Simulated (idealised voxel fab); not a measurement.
Title: Process Module voxel self aligned vias
200 nm wide, 5 nm square cells: that's cross-section cut.
In this document a cross-section is written as a grid of square cells. It is given as a series of bands, listed from the top down, and a band is one or more rows of cells. Band: top and bottom heights (nm) first, top before bottom; then materials from left to right, widths in nm. "full width" marks a sole material filling the band edge to edge. "empty" denotes empty space. We count height from 0. Below that, the starting wafer is all one material. The lowest band never ends at the bottom but goes on down; see "z 0 and below" for how that is written. The expression "30..40" gives the width at the extremes of the band, the first number at its top row of cells and the second at its bottom row, with the width changing by equal amounts from each row to the next in between. You'll sometimes find "nothing different" written for a step, and that's the way of saying that nowhere in the cross-section did a cell change during that step. "Voids, enclosed" means: voids of 8 cells or more that are shut off from the top with no open way through. Written width x height at distance, distance from the left edge, in nm. If you see something after the settings on a step's line, that's the simulator's own remark about that step. A step's line can hold "overlay nm"; with a mask on that step, the setting says how far right of the planned place the mask lay, while a negative setting says it lay to the left.
# These are the steps we planned for the process
1. RECEIVE [material Si]
2. CONFORMAL_DEP [material SiO2] [thk nm 10]
3. CONFORMAL_DEP [material SiCN] [thk nm 5]
4. DIRECTIONAL_DEP [material SiO2] [thk nm 30]
5. PATTERN [tone open] [mask id LINES] [material resist] [width nm 20] [pitch nm 70] [thk nm 15] [overlay nm 0]
6. DIRECTIONAL_ETCH [etch materials SiO2] [depth nm 30]
7. STRIP [etch materials resist]
8. CONFORMAL_DEP [material TiN] [thk nm 5]
9. FILL_DEP [material Ru] [thk nm 10]
10. CMP [height nm 45]
11. SELECTIVE_ETCH [etch materials W Ru TiN] [depth nm 5]
12. FILL_DEP [material SiN] [thk nm 5]
13. CMP [height nm 45]
14. DIRECTIONAL_DEP [material SiO2] [thk nm 20]
15. PATTERN [tone open] [mask id VIAS] [material resist] [width nm 50] [pitch nm 70] [thk nm 15] [overlay nm 0]
16. DIRECTIONAL_ETCH [etch materials SiO2] [depth nm 20]
17. DIRECTIONAL_ETCH [etch materials SiN] [depth nm 5]
18. STRIP [etch materials resist]
19. CONFORMAL_DEP [material TiN] [thk nm 5]
20. FILL_DEP [material W] [thk nm 5]
21. CMP [height nm 65]
22. CONFORMAL_DEP [material SiCN] [thk nm 5]
The plan shows the width nm of step 5 as the first wafer had it; this setting differs between the wafers, which start out alike.
# First wafer of several, as received: cross-section after step 1
> z 0 and below = Si full width
> Voids, enclosed: none
# Note: the following table is arranged by wafer, a row apiece. Each row reports the end-of-module state: per material, cells gained (+) or cells lost (-) compared with the wafer as received; closed voids follow
width nm 20, +16 Ru, +80 SiCN, +352 SiO2, +60 TiN, +52 W, Voids, enclosed: none
width nm 25, +24 Ru, +80 SiCN, +340 SiO2, +62 TiN, +54 W, Voids, enclosed: none
width nm 30, +32 Ru, +80 SiCN, +328 SiO2, +64 TiN, +56 W, Voids, enclosed: none
width nm 35, +40 Ru, +80 SiCN, +316 SiO2, +66 TiN, +58 W, Voids, enclosed: none
width nm 40, +48 Ru, +80 SiCN, +304 SiO2, +68 TiN, +60 W, Voids, enclosed: none
width nm 45, +56 Ru, +80 SiCN, +292 SiO2, +70 TiN, +62 W, Voids, enclosed: none
